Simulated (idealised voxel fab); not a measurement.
The document below concerns the process module designated voxel trench capacitor.
The width of the displayed cross-section, cut, is 230 nm; its cells are square, with a size of 5 nm.
Cross-sections here: square-cell grids, written as top-down lists of bands, a band being one or more rows of cells. Basically the band line says how high the top is and how high the bottom is, in nm, and then what's in it from left to right, every material with its width in nm. Empty space shows up as "empty", and if a single material carries "everywhere" it runs the full band edge to edge. The reference from which all heights are counted is 0, the level beneath which the as-received wafer is entirely one material; the lowest band, having no lower bound, proceeds downward and is written after the example "top 0, no bottom". The width entry "30->40" should be interpreted row by row: the top row of cells in the band takes the first number, the bottom row takes the second number, and the change between adjacent rows is uniform throughout. Where a step carries "no change occurred", the cross-section came out of it unchanged, cell for cell. "Voids, fully enclosed" enumerates empty spaces isolated from the top, with no open way to it, that contain at least 8 cells, giving each as width x height at distance from the left edge, all three in nm. Note: text after step settings on the step line = simulator remark on that step. The line of a step may include "overlay nm". On a step with a mask, this value is how far to the right of its planned place the mask lay. A negative value means the mask lay to the left.

The following list gives the planned process steps
| 1 | RECEIVE, material Si |
| 2 | CONFORMAL_DEP, material SiN, thk nm 5 |
| 3 | DIRECTIONAL_DEP, material aC, thk nm 10 |
| 4 | PATTERN, tone open, mask id TRENCH, material resist, width nm 30, pitch nm 55, thk nm 30, overlay nm 0 |
| 5 | DIRECTIONAL_ETCH, etch materials aC, depth nm 10 |
| 6 | STRIP, etch materials resist |
| 7 | DIRECTIONAL_ETCH, etch materials SiN, depth nm 5 |
| 8 | DIRECTIONAL_ETCH, etch materials Si, depth nm 30 |
| 9 | STRIP, etch materials aC |
| 10 | CONFORMAL_DEP, material HfO2, thk nm 5 |
| 11 | CONFORMAL_DEP, material TiN, thk nm 5 |
| 12 | FILL_DEP, material W, thk nm 5 |
| 13 | CMP, height nm 5 |

The first of a set of two wafers, run to plan

As received (post step 1): cross-section
top 0, no bottom = Si everywhere
Voids, fully enclosed: none

Wafer after step 2 (cross-section)
top 5, bottom 0 = SiN everywhere
Rest of section, below 0: as before.

Wafer after step 3 (cross-section)
top 15, bottom 5 = aC everywhere
Rest of section, below 5: as before.

Wafer after step 4 (cross-section)
top 45, bottom 15 = resist 70, then empty 30, then resist 25, then empty 30, then resist 75
Rest of section, below 15: as before.

Wafer after step 5 (cross-section)
top 35, bottom 15 = resist 70, then empty 30, then resist 25, then empty 30, then resist 75
top 15, bottom 5 = aC 70, then empty 30, then aC 25, then empty 30, then aC 75
Rest of section, below 5: as before.

Wafer after step 6 (cross-section)
top 15, bottom 5 = aC 70, then empty 30, then aC 25, then empty 30, then aC 75
Rest of section, below 5: as before.

Wafer after step 7 (cross-section)
top 15, bottom 5 = aC 70, then empty 30, then aC 25, then empty 30, then aC 75
top 5, bottom 0 = SiN 70, then empty 30, then SiN 25, then empty 30, then SiN 75
Rest of section, below 0: as before.

Wafer after step 8 (cross-section)
top 15, bottom 5 = aC 70, then empty 30, then aC 25, then empty 30, then aC 75
top 5, bottom 0 = SiN 70, then empty 30, then SiN 25, then empty 30, then SiN 75
top 0, bottom -30 = Si 70, then empty 30, then Si 25, then empty 30, then Si 75
Rest of section, below -30: as before.

Wafer after step 9 (cross-section)
top 5, bottom 0 = SiN 70, then empty 30, then SiN 25, then empty 30, then SiN 75
Rest of section, below 0: as before.

Wafer after step 10 (cross-section)
top 10, bottom 5 = HfO2 75, then empty 20, then HfO2 35, then empty 20, then HfO2 80
top 5, bottom 0 = SiN 70, then HfO2 5, then empty 20, then HfO2 5, then SiN 25, then HfO2 5, then empty 20, then HfO2 5, then SiN 75
top 0, bottom -25 = Si 70, then HfO2 5, then empty 20, then HfO2 5, then Si 25, then HfO2 5, then empty 20, then HfO2 5, then Si 75
top -25, bottom -30 = Si 70, then HfO2 30, then Si 25, then HfO2 30, then Si 75
Rest of section, below -30: as before.

Wafer after step 11 (cross-section)
top 15, bottom 10 = TiN 80, then empty 10, then TiN 45, then empty 10, then TiN 85
top 10, bottom 5 = HfO2 75, then TiN 5, then empty 10, then TiN 5, then HfO2 35, then TiN 5, then empty 10, then TiN 5, then HfO2 80
top 5, bottom 0 = SiN 70, then HfO2 5, then TiN 5, then empty 10, then TiN 5, then HfO2 5, then SiN 25, then HfO2 5, then TiN 5, then empty 10, then TiN 5, then HfO2 5, then SiN 75
top 0, bottom -20 = Si 70, then HfO2 5, then TiN 5, then empty 10, then TiN 5, then HfO2 5, then Si 25, then HfO2 5, then TiN 5, then empty 10, then TiN 5, then HfO2 5, then Si 75
top -20, bottom -25 = Si 70, then HfO2 5, then TiN 20, then HfO2 5, then Si 25, then HfO2 5, then TiN 20, then HfO2 5, then Si 75
Rest of section, below -25: as before.

Wafer after step 12 (cross-section)
top 20, bottom 15 = W everywhere
top 15, bottom 10 = TiN 80, then W 10, then TiN 45, then W 10, then TiN 85
top 10, bottom 5 = HfO2 75, then TiN 5, then W 10, then TiN 5, then HfO2 35, then TiN 5, then W 10, then TiN 5, then HfO2 80
top 5, bottom 0 = SiN 70, then HfO2 5, then TiN 5, then W 10, then TiN 5, then HfO2 5, then SiN 25, then HfO2 5, then TiN 5, then W 10, then TiN 5, then HfO2 5, then SiN 75
top 0, bottom -20 = Si 70, then HfO2 5, then TiN 5, then W 10, then TiN 5, then HfO2 5, then Si 25, then HfO2 5, then TiN 5, then W 10, then TiN 5, then HfO2 5, then Si 75
Rest of section, below -20: as before.

Wafer after step 13 (cross-section)
top 5, bottom 0 = SiN 70, then HfO2 5, then TiN 5, then W 10, then TiN 5, then HfO2 5, then SiN 25, then HfO2 5, then TiN 5, then W 10, then TiN 5, then HfO2 5, then SiN 75
Rest of section, below 0: as before.

Second Wafer (Identical Start and Plan, One Processing Error; Matches First Wafer Through Step 12)

Second wafer, cross-section, planned end of step 13: no change occurred
In executing the process, a mistake was made relative to the plan: execution of step 13 of the plan did not take place, the step having been omitted
at the end the second wafer has, in cells: +38 HfO2, +46 TiN, +54 W
